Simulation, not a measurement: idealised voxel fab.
process module | voxel transistor to metal
cross-section cut | 270 nm wide | cells 5 nm
A cross-section is a grid of square cells, given in bands from the top down. A band is one or more rows of cells.
Each band's line starts with the height of the band's top and of its bottom, in nm. Then come its materials from left to right, each with its width in nm. One material with "throughout" fills the band from edge to edge. "air" is empty space.
Height 0 is the level under which the wafer as received is all one material. The lowest band goes on downwards, as in "0 down".
A width such as "30 to 40" changes by the same amount from each row of cells to the next, from the band's top row to its bottom row.
"no change" after a step means that no cell of the cross-section changed.
closed voids: empty space of 8 cells or more with no open way to the top, each as width x height at its distance from the left edge, in nm
after a step's settings: what the simulator itself notes on the step
overlay nm, on a step with a mask: how far to the right of its planned place the mask lay; to the left if negative
plan
1 op RECEIVE | material Si
2 op CONFORMAL_DEP | material SiO2 | thk nm 5
3 op CONFORMAL_DEP | material SiN | thk nm 10
4 op MASKED_ETCH | tone cover | mask id ACTIVE | width nm 100 | pitch nm 130 | etch materials SiN | depth nm 10 | overlay nm 0
5 op MASKED_ETCH | tone cover | mask id ACTIVE | width nm 100 | pitch nm 130 | etch materials SiO2 | depth nm 5 | overlay nm 0
6 op MASKED_ETCH | tone cover | mask id ACTIVE | width nm 100 | pitch nm 130 | etch materials Si | depth nm 25 | overlay nm 0
7 op OXIDIZE | depth nm 5
8 op FILL_DEP | material SiO2 | thk nm 10
9 op CMP | height nm 15
10 op SELECTIVE_ETCH | etch materials SiO2 | depth nm 5
11 op STRIP | etch materials SiN
12 op SELECTIVE_ETCH | etch materials SiO2 | depth nm 5
13 op OXIDIZE | depth nm 5
14 op DIRECTIONAL_DEP | material polySi | thk nm 30
15 op DIRECTIONAL_DEP | material SiCN | thk nm 10
16 op DIRECTIONAL_DEP | material aC | thk nm 15
17 op PATTERN | tone cover | mask id GATE | material resist | width nm 30 | pitch nm 130 | thk nm 30 | overlay nm 0
18 op DIRECTIONAL_ETCH | etch materials aC | depth nm 15
19 op STRIP | etch materials resist
20 op DIRECTIONAL_ETCH | etch materials SiCN | depth nm 20
21 op DIRECTIONAL_ETCH | etch materials polySi | depth nm 40
22 op STRIP | etch materials aC
23 op CONFORMAL_DEP | material SiN | thk nm 10
24 op DIRECTIONAL_ETCH | etch materials SiN | depth nm 10
25 op DIRECTIONAL_ETCH | etch materials SiO2 | depth nm 5
26 op DIRECTIONAL_ETCH | etch materials Si | depth nm 10
27 op EPI | material pSi | thk nm 10
28 op FILL_DEP | material SiO2 | thk nm 10
29 op CMP | height nm 30
30 op STRIP | etch materials polySi
31 op SELECTIVE_ETCH | etch materials SiO2 | depth nm 5
32 op CONFORMAL_DEP | material HfO2 | thk nm 5
33 op CONFORMAL_DEP | material TiN | thk nm 5
34 op FILL_DEP | material W | thk nm 5
35 op CMP | height nm 25
36 op DIRECTIONAL_DEP | material SiO2 | thk nm 15
37 op PATTERN | tone open | mask id CONTACT | material resist | width nm 15 | thk nm 20 | overlay nm 0
38 op DIRECTIONAL_ETCH | etch materials SiO2 | depth nm 45
39 op STRIP | etch materials resist
40 op CONFORMAL_DEP | material TiN | thk nm 5
41 op FILL_DEP | material Ru | thk nm 5
42 op CMP | height nm 40
43 op CONFORMAL_DEP | material SiCN | thk nm 5
44 op DIRECTIONAL_DEP | material lowk | thk nm 15
45 op MASKED_ETCH | tone open | mask id METAL_1 | width nm 15 | etch materials lowk | depth nm 15 | overlay nm 0
46 op MASKED_ETCH | tone open | mask id METAL_1 | width nm 15 | etch materials SiCN | depth nm 5 | overlay nm 0
47 op CONFORMAL_DEP | material TiN | thk nm 5
48 op FILL_DEP | material Cu | thk nm 5
49 op CMP | height nm 60
50 op CONFORMAL_DEP | material SiCN | thk nm 5
51 op DIRECTIONAL_DEP | material SiO2 | thk nm 35
52 op PATTERN | tone open | mask id METAL_2 | material resist | width nm 15 | pitch nm 130 | thk nm 15 | overlay nm 0
53 op DIRECTIONAL_ETCH | etch materials SiO2 | depth nm 20
54 op STRIP | etch materials resist
55 op DIRECTIONAL_DEP | material aC | thk nm 10
56 op PATTERN | tone open | mask id METAL_2_HOLES | material resist | width nm 15 | pitch nm 130 | thk nm 30 | overlay nm 0
57 op DIRECTIONAL_ETCH | etch materials aC | depth nm 10
58 op STRIP | etch materials resist
59 op DIRECTIONAL_ETCH | etch materials SiO2 | depth nm 15
60 op DIRECTIONAL_ETCH | etch materials SiCN | depth nm 5
61 op STRIP | etch materials aC
62 op CONFORMAL_DEP | material TiN | thk nm 5
63 op FILL_DEP | material Ru | thk nm 5
64 op CMP | height nm 100
65 op CONFORMAL_DEP | material SiN | thk nm 5
as received, after step 1
  0 down: Si throughout
  closed voids: none
a wafer at the end: this start, this plan, one mistake
  105 to 100: SiN throughout
  100 to 65: SiO2 25 | TiN 5 | Ru 5 | TiN 5 | SiO2 115 | TiN 5 | Ru 5 | TiN 5 | SiO2 100
  65 to 60: SiCN 25 | TiN 15 | SiCN 115 | TiN 15 | SiCN 100
  60 to 45: lowk 25 | TiN 5 | Cu 5 | TiN 5 | lowk 60 | TiN 5 | Cu 5 | TiN 5 | lowk 40 | TiN 5 | Cu 5 | TiN 5 | lowk 60 | TiN 5 | Cu 5 | TiN 5 | lowk 25
  45 to 40: SiCN 25 | TiN 15 | SiCN 60 | TiN 15 | SiCN 40 | TiN 15 | SiCN 60 | TiN 15 | SiCN 25
  40 to 25: SiO2 20 | TiN 5 | Ru 5 | TiN 5 | SiO2 60 | TiN 5 | Ru 5 | TiN 5 | SiO2 40 | TiN 5 | Ru 5 | TiN 5 | SiO2 60 | TiN 5 | Ru 5 | TiN 5 | SiO2 30
  25 to 10: SiO2 20 | TiN 5 | Ru 5 | TiN 5 | SiO2 10 | SiN 10 | HfO2 5 | TiN 5 | W 10 | TiN 5 | HfO2 5 | SiN 10 | TiN 5 | Ru 5 | TiN 5 | SiO2 40 | TiN 5 | Ru 5 | TiN 5 | SiO2 10 | SiN 10 | HfO2 5 | TiN 5 | W 10 | TiN 5 | HfO2 5 | SiN 10 | TiN 5 | Ru 5 | TiN 5 | SiO2 30
  10 to 5: SiO2 20 | TiN 15 | SiO2 10 | SiN 10 | HfO2 5 | TiN 5 | W 10 | TiN 5 | HfO2 5 | SiN 10 | TiN 15 | SiO2 40 | TiN 15 | SiO2 10 | SiN 10 | HfO2 5 | TiN 5 | W 10 | TiN 5 | HfO2 5 | SiN 10 | TiN 15 | SiO2 30
  5 to 0: SiO2 15 | SiN 10 | TiN 10 | pSi 10 | SiN 10 | HfO2 5 | TiN 20 | HfO2 5 | SiN 10 | pSi 10 | TiN 5 | SiO2 5 | SiN 10 | SiO2 20 | SiN 10 | TiN 10 | pSi 10 | SiN 10 | HfO2 5 | TiN 20 | HfO2 5 | SiN 10 | pSi 10 | TiN 5 | SiO2 5 | SiN 10 | SiO2 15
  0 to -5: SiO2 25 | TiN 10 | pSi 10 | SiO2 5 | HfO2 40 | SiO2 5 | pSi 10 | TiN 5 | SiO2 45 | TiN 10 | pSi 10 | SiO2 5 | HfO2 40 | SiO2 5 | pSi 10 | TiN 5 | SiO2 30
  -5 to -15: SiO2 25 | pSi 20 | Si 50 | pSi 20 | SiO2 40 | pSi 20 | Si 50 | pSi 20 | SiO2 25
  -15 to -30: SiO2 25 | Si 90 | SiO2 40 | Si 90 | SiO2 25
  -30 down: Si throughout
  closed voids: none
what went wrong: step 37 ran as: op PATTERN | tone open | mask id CONTACT | material resist | width nm 15 | thk nm 20 | overlay nm -5
